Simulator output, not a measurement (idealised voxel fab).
process module | voxel lift off
cross-section cut | 220 nm wide | cells 5 nm
A cross-section is a grid of square cells, given in bands from the top down. A band is one or more rows of cells.
Each band's line starts with the height of the band's top and of its bottom, in nm. Then come its materials from left to right, each with its width in nm. One material with "throughout" fills the band from edge to edge. "air" is empty space.
Height 0 is the level under which the wafer as received is all one material. The lowest band goes on downwards, as in "0 down".
A width such as "30 to 40" changes by the same amount from each row of cells to the next, from the band's top row to its bottom row.
"no change" after a step means that no cell of the cross-section changed.
closed voids: empty space of 8 cells or more with no open way to the top, each as width x height at its distance from the left edge, in nm
after a step's settings: what the simulator itself notes on the step
overlay nm, on a step with a mask: how far to the right of its planned place the mask lay; to the left if negative
plan
1 op RECEIVE | material Si
2 op CONFORMAL_DEP | material Al2O3 | thk nm 10
3 op PATTERN | tone open | mask id LINES | material resist | width nm 30 | pitch nm 45 | thk nm 25 | overlay nm 0
4 op DIRECTIONAL_DEP | material Ru | thk nm 15
5 op STRIP | etch materials resist
6 op CONFORMAL_DEP | material SiO2 | thk nm 5
as received, after step 1
  0 down: Si throughout
  closed voids: none
a wafer at the end: this start, this plan, one mistake
  30 to 25: SiO2 75 | air 20 | SiO2 25 | air 20 | SiO2 80
  25 to 15: Ru 70 | SiO2 5 | air 20 | SiO2 5 | Ru 15 | SiO2 5 | air 20 | SiO2 5 | Ru 75
  15 to 10: Ru 70 | SiO2 30 | Ru 15 | SiO2 30 | Ru 75
  10 to 0: Al2O3 throughout
  0 down: Si throughout
  closed voids: none
what went wrong: step 3 ran as: op PATTERN | tone cover | mask id LINES | material resist | width nm 30 | pitch nm 45 | thk nm 25 | overlay nm 0
